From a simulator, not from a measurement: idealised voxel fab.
Module name: voxel capacitor over wiring (process module)
Pictured: cross-section cut, 240 nm wide, on a grid of 5 nm square cells.
Think of the cross-section as a grid of square cells. We describe it in bands, top to bottom, and each band covers one or more rows of those cells. Top, bottom (nm), then materials left to right with widths (nm); lone material tagged "edge to edge" fills the whole band edge to edge; "empty" = empty space. Heads up on the height convention: 0 is the point under which the incoming wafer is all one material, and the lowest band has no bottom, it just keeps going down, like "0 nm and below". When a width is written as two numbers, as in "30..40", the first number is the width in the top row of cells of the band and the second is the width in its bottom row, and the width changes by the same amount from each row to the next. Key: "no modification" - step with no changed cell in the cross-section. Reported under the label "Closed void roster" are the empty spaces having no open way to the top and comprising 8 cells or more; the notation for each is width x height at distance, in which the distance is measured from the left edge and all three values are in nm. Note: text after step settings on the step line = simulator remark on that step. A step line may carry the setting "overlay nm", which, for steps involving a mask, states the distance by which the mask lay to the right of its intended position; negative values denote displacement to the left.

-- Process steps foreseen in the plan
| 1 | op RECEIVE | material Si |
| 2 | op CONFORMAL_DEP | material SiO2 | thk nm 10 |
| 3 | op DIRECTIONAL_DEP | material TiN | thk nm 5 |
| 4 | op DIRECTIONAL_DEP | material W | thk nm 15 |
| 5 | op DIRECTIONAL_DEP | material aC | thk nm 10 |
| 6 | op PATTERN | tone cover | mask id METAL_1 | material resist | width nm 30 | pitch nm 95 | thk nm 25 | overlay nm 0 |
| 7 | op DIRECTIONAL_ETCH | etch materials aC | depth nm 10 |
| 8 | op STRIP | etch materials resist |
| 9 | op DIRECTIONAL_ETCH | etch materials W | depth nm 15 |
| 10 | op DIRECTIONAL_ETCH | etch materials TiN | depth nm 5 |
| 11 | op STRIP | etch materials aC |
| 12 | op CONFORMAL_DEP | material SiN | thk nm 5 |
| 13 | op FILL_DEP | material lowk | thk nm 5 |
| 14 | op CMP | height nm 30 |
| 15 | op CONFORMAL_DEP | material SiCN | thk nm 5 |
| 16 | op DIRECTIONAL_DEP | material lowk | thk nm 10 |
| 17 | op PATTERN | tone open | mask id PLUG_1 | material resist | width nm 15 | thk nm 20 | overlay nm 0 |
| 18 | op DIRECTIONAL_ETCH | etch materials lowk | depth nm 10 |
| 19 | op DIRECTIONAL_ETCH | etch materials SiCN | depth nm 5 |
| 20 | op STRIP | etch materials resist |
| 21 | op CONFORMAL_DEP | material TiN | thk nm 5 |
| 22 | op FILL_DEP | material Ru | thk nm 5 |
| 23 | op CMP | height nm 45 |
| 24 | op DIRECTIONAL_DEP | material TiN | thk nm 5 |
| 25 | op DIRECTIONAL_DEP | material Al2O3 | thk nm 5 |
| 26 | op DIRECTIONAL_DEP | material TiN | thk nm 5 |
| 27 | op DIRECTIONAL_DEP | material aC | thk nm 15 |
| 28 | op PATTERN | tone cover | mask id UPPER_PLATE | material resist | width nm 70 | thk nm 35 | overlay nm 0 |
| 29 | op DIRECTIONAL_ETCH | etch materials aC | depth nm 15 |
| 30 | op STRIP | etch materials resist |
| 31 | op DIRECTIONAL_ETCH | etch materials TiN | depth nm 5 |
| 32 | op DIRECTIONAL_ETCH | etch materials Al2O3 | depth nm 5 |
| 33 | op STRIP | etch materials aC |
| 34 | op MASKED_ETCH | tone cover | mask id LOWER_PLATE | width nm 80 | etch materials TiN | depth nm 5 | overlay nm 0 |
| 35 | op FILL_DEP | material SiO2 | thk nm 20 |
| 36 | op CMP | height nm 75 |
| 37 | op MASKED_ETCH | tone open | mask id PLUG_2 | width nm 15 | etch materials SiO2 | depth nm 15 | overlay nm 0 |
| 38 | op CONFORMAL_DEP | material TiN | thk nm 5 |
| 39 | op FILL_DEP | material Ru | thk nm 5 |
| 40 | op CMP | height nm 75 |
| 41 | op CONFORMAL_DEP | material SiN | thk nm 5 |

-- Step 1 complete: cross-section of the wafer as received
> 0 nm and below = Si edge to edge
> Closed void roster: none

-- First wafer of two, sectioned at end of module; run went per plan
> 80 nm to 75 nm = SiN edge to edge
> 75 nm to 65 nm = SiO2=80  TiN=5  Ru=5  TiN=5  SiO2=145
> 65 nm to 55 nm = SiO2=80..70  TiN=15..70  SiO2=145..100
> 55 nm to 50 nm = SiO2=70  Al2O3=70  SiO2=100
> 50 nm to 45 nm = SiO2=65  TiN=80  SiO2=95
> 45 nm to 35 nm = lowk=70  TiN=5  Ru=5  TiN=5  lowk=155
> 35 nm to 30 nm = SiCN=70  TiN=15  SiCN=155
> 30 nm to 15 nm = lowk=50  SiN=5  W=30  SiN=5  lowk=55  SiN=5  W=30  SiN=5  lowk=55
> 15 nm to 10 nm = SiN=55  TiN=30  SiN=65  TiN=30  SiN=60
> 10 nm to 0 nm = SiO2 edge to edge
> 0 nm and below = Si edge to edge
> Closed void roster: none

-- Second wafer cross-section at end of module - shared start and plan with the first, one mistake in the run
> 80 nm to 75 nm = SiN edge to edge
> 75 nm to 65 nm = SiO2=80  TiN=5  Ru=5  TiN=5  SiO2=145
> 65 nm to 55 nm = SiO2=80..70  TiN=15..70  SiO2=145..100
> 55 nm to 50 nm = SiO2=70  Al2O3=70  SiO2=100
> 50 nm to 45 nm = SiO2=65  TiN=80  SiO2=95
> 45 nm to 35 nm = lowk=70  SiO2=5  Ru=5  SiO2=5  lowk=155
> 35 nm to 30 nm = SiCN=70  SiO2=15  SiCN=155
> 30 nm to 15 nm = lowk=50  SiN=5  W=30  SiN=5  lowk=55  SiN=5  W=30  SiN=5  lowk=55
> 15 nm to 10 nm = SiN=55  TiN=30  SiN=65  TiN=30  SiN=60
> 10 nm to 0 nm = SiO2 edge to edge
> 0 nm and below = Si edge to edge
> Closed void roster: none
Finding, execution versus plan: the process deviated at step 21: the operation and settings actually run there were op CONFORMAL_DEP | material SiO2 | thk nm 5
At the finish, the second wafer shows more or fewer cells for some materials than the first does: 7 more of SiO2; 7 fewer of TiN
